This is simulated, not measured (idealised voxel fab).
process module | voxel air gaps
cross-section cut | 260 nm wide | cells 5 nm
A cross-section is a grid of square cells, given in bands from the top down. A band is one or more rows of cells.
Each band's line starts with the height of the band's top and of its bottom, in nm. Then come its materials from left to right, each with its width in nm. One material with "throughout" fills the band from edge to edge. "air" is empty space.
Height 0 is the level under which the wafer as received is all one material. The lowest band goes on downwards, as in "0 down".
A width such as "30 to 40" changes by the same amount from each row of cells to the next, from the band's top row to its bottom row.
"no change" after a step means that no cell of the cross-section changed.
closed voids: empty space of 8 cells or more with no open way to the top, each as width x height at its distance from the left edge, in nm
after a step's settings: what the simulator itself notes on the step
overlay nm, on a step with a mask: how far to the right of its planned place the mask lay; to the left if negative
plan
1 op RECEIVE | material Si
2 op CONFORMAL_DEP | material SiO2 | thk nm 10
3 op CONFORMAL_DEP | material SiCN | thk nm 5
4 op DIRECTIONAL_DEP | material lowk | thk nm 35
5 op DIRECTIONAL_DEP | material aC | thk nm 10
6 op PATTERN | tone open | mask id LINES | material resist | width nm 25 | pitch nm 55 | thk nm 30 | overlay nm 0
7 op DIRECTIONAL_ETCH | etch materials aC | depth nm 10
8 op STRIP | etch materials resist
9 op DIRECTIONAL_ETCH | etch materials lowk | depth nm 35
10 op STRIP | etch materials aC
11 op CONFORMAL_DEP | material TiN | thk nm 5
12 op FILL_DEP | material Ru | thk nm 10
13 op CMP | height nm 50
14 op EPI | material Ru | thk nm 10
15 op SELECTIVE_ETCH | etch materials lowk | depth nm 45
16 op CONFORMAL_DEP | material SiCN | thk nm 5
as received, after step 1
  0 down: Si throughout
  closed voids: none
first wafer at the end, as planned
  65 to 60: air 20 | SiCN 220 | air 20
  60 to 50: air 20 | SiCN 5 | Ru 45 | SiCN 10 | Ru 45 | SiCN 10 | Ru 45 | SiCN 10 | Ru 45 | SiCN 5 | air 20
  50 to 45: air 20 | SiCN 15 | TiN 5 | Ru 15 | TiN 5 | SiCN 30 | TiN 5 | Ru 15 | TiN 5 | SiCN 30 | TiN 5 | Ru 15 | TiN 5 | SiCN 30 | TiN 5 | Ru 15 | TiN 5 | SiCN 15 | air 20
  45 to 20: air 30 | SiCN 5 | TiN 5 | Ru 15 | TiN 5 | SiCN 5 | air 20 | SiCN 5 | TiN 5 | Ru 15 | TiN 5 | SiCN 5 | air 20 | SiCN 5 | TiN 5 | Ru 15 | TiN 5 | SiCN 5 | air 20 | SiCN 5 | TiN 5 | Ru 15 | TiN 5 | SiCN 5 | air 30
  20 to 15: SiCN 35 | TiN 25 | SiCN 30 | TiN 25 | SiCN 30 | TiN 25 | SiCN 30 | TiN 25 | SiCN 35
  15 to 10: SiCN throughout
  10 to 0: SiO2 throughout
  0 down: Si throughout
  closed voids: 20 x 25 at 65; 20 x 25 at 120; 20 x 25 at 175
second wafer at the end: like start, like plan, one mistake
  65 to 60: air 30 | SiCN 220 | air 10
  60 to 50: air 30 | SiCN 5 | Ru 45 | SiCN 10 | Ru 45 | SiCN 10 | Ru 45 | SiCN 10 | Ru 45 | SiCN 5 | air 10
  50 to 45: air 30 | SiCN 15 | TiN 5 | Ru 15 | TiN 5 | SiCN 30 | TiN 5 | Ru 15 | TiN 5 | SiCN 30 | TiN 5 | Ru 15 | TiN 5 | SiCN 30 | TiN 5 | Ru 15 | TiN 5 | SiCN 15 | air 10
  45 to 20: air 40 | SiCN 5 | TiN 5 | Ru 15 | TiN 5 | SiCN 5 | air 20 | SiCN 5 | TiN 5 | Ru 15 | TiN 5 | SiCN 5 | air 20 | SiCN 5 | TiN 5 | Ru 15 | TiN 5 | SiCN 5 | air 20 | SiCN 5 | TiN 5 | Ru 15 | TiN 5 | SiCN 5 | air 20
  20 to 15: SiCN 45 | TiN 25 | SiCN 30 | TiN 25 | SiCN 30 | TiN 25 | SiCN 30 | TiN 25 | SiCN 25
  15 to 10: SiCN throughout
  10 to 0: SiO2 throughout
  0 down: Si throughout
  closed voids: 20 x 25 at 75; 20 x 25 at 130; 20 x 25 at 185
what went wrong: step 6 ran as: op PATTERN | tone open | mask id LINES | material resist | width nm 25 | pitch nm 55 | thk nm 30 | overlay nm 10
at the end the second wafer has, in cells: as many of each material as the first, in other places
